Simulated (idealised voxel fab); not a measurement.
The name of this process module is voxel gate over fins.
The cross-section shown here is cut; it is 160 nm wide and divided into square cells measuring 5 nm on a side.
Cross-section layout: square cells on a grid; listed as bands, top to bottom; a band spans one or more cell rows. Heights first: top, then bottom, in nm. Then materials, left to right, each with a width in nm. "everywhere" on a single material: fills the band edge to edge. "blank": empty space. Heads up on the height convention: 0 is the point under which the incoming wafer is all one material, and the lowest band has no bottom, it just keeps going down, like "0 -> down". Quick explanation for "30->40": the width changes in equal steps down the rows of cells, from the first number in the band's top row to the second number in its bottom row. "changes: none", as given for a step, is the statement that not any cell of the cross-section underwent a change during that step. This entry, "Closed void list", enumerates those empty regions of no fewer than 8 cells that possess no open connection to the top. Each region is reported in the form width x height at distance, the distance being taken from the left edge, with all three quantities expressed in nm. On a step's line, text after the settings is the simulator commenting on that step. overlay nm: for a step with a mask, the amount by which the mask lay right of where it was planned; a negative amount means left of it.

The process steps that were planned are listed below:
- 1: RECEIVE, material Si
- 2: CONFORMAL_DEP, material SiN, thk nm 10
- 3: MASKED_ETCH, tone cover, mask id FINS, width nm 15, pitch nm 60, etch materials SiN, depth nm 10, overlay nm 0
- 4: MASKED_ETCH, tone cover, mask id FINS, width nm 15, pitch nm 60, etch materials Si, depth nm 35, overlay nm 0
- 5: OXIDIZE, depth nm 5
- 6: FILL_DEP, material SiO2, thk nm 15
- 7: CMP, height nm 10
- 8: MASKED_ETCH, tone open, mask id RAIL, width nm 15, etch materials SiO2, depth nm 40, overlay nm 0
- 9: CONFORMAL_DEP, material TiN, thk nm 5
- 10: FILL_DEP, material Ru, thk nm 5
- 11: CMP, height nm 10
- 12: SELECTIVE_ETCH, etch materials W Ru TiN, depth nm 25
- 13: FILL_DEP, material SiO2, thk nm 5
- 14: CMP, height nm 10
- 15: SELECTIVE_ETCH, etch materials SiO2, depth nm 20
- 16: STRIP, etch materials SiN
- 17: CONFORMAL_DEP, material HfO2, thk nm 5
- 18: CONFORMAL_DEP, material TiN, thk nm 5
- 19: CONFORMAL_DEP, material TiAl, thk nm 5
- 20: CONFORMAL_DEP, material TiN, thk nm 5
- 21: FILL_DEP, material W, thk nm 10
- 22: CMP, height nm 25
- 23: CONFORMAL_DEP, material SiN, thk nm 10

So this is the incoming wafer in cross-section - it's already been through step 1:
- 0 -> down | Si everywhere
- Closed void list: none

Starting structure and process plan are as shown above, but one mistake was made in running the module; the wafer cross-section at the end of the module follows:
- 35 -> 25 | SiN everywhere
- 25 -> 20 | W everywhere
- 20 -> 15 | W 25 | TiN 45 | W 15 | TiN 45 | W 30
- 15 -> 10 | W 20 | TiN 10 | TiAl 35 | TiN 10 | W 5 | TiN 10 | TiAl 35 | TiN 10 | W 25
- 10 -> 5 | TiN 25 | TiAl 10 | TiN 25 | TiAl 10 | TiN 15 | TiAl 10 | TiN 25 | TiAl 10 | TiN 30
- 5 -> 0 | TiAl 30 | TiN 10 | HfO2 15 | TiN 10 | TiAl 25 | TiN 10 | HfO2 15 | TiN 10 | TiAl 35
- 0 -> -5 | TiN 35 | HfO2 10 | Si 5 | HfO2 10 | TiN 35 | HfO2 10 | Si 5 | HfO2 10 | TiN 40
- -5 -> -10 | HfO2 40 | Si 15 | HfO2 45 | Si 15 | HfO2 45
- -10 -> -15 | SiO2 40 | Si 15 | SiO2 45 | Si 15 | SiO2 45
- -15 -> -25 | SiO2 40 | Si 15 | SiO2 15 | TiN 5 | Ru 5 | TiN 5 | SiO2 15 | Si 15 | SiO2 45
- -25 -> -30 | SiO2 40 | Si 15 | SiO2 15 | TiN 15 | SiO2 15 | Si 15 | SiO2 45
- -30 -> -40 | SiO2 40 | Si 15 | SiO2 45 | Si 15 | SiO2 45
- -40 -> down | Si everywhere
- Closed void list: none
Where did the run depart from the plan? off-plan run, step 4, actual operation and settings MASKED_ETCH, tone cover, mask id FINS, width nm 25, pitch nm 60, etch materials Si, depth nm 35, overlay nm 0
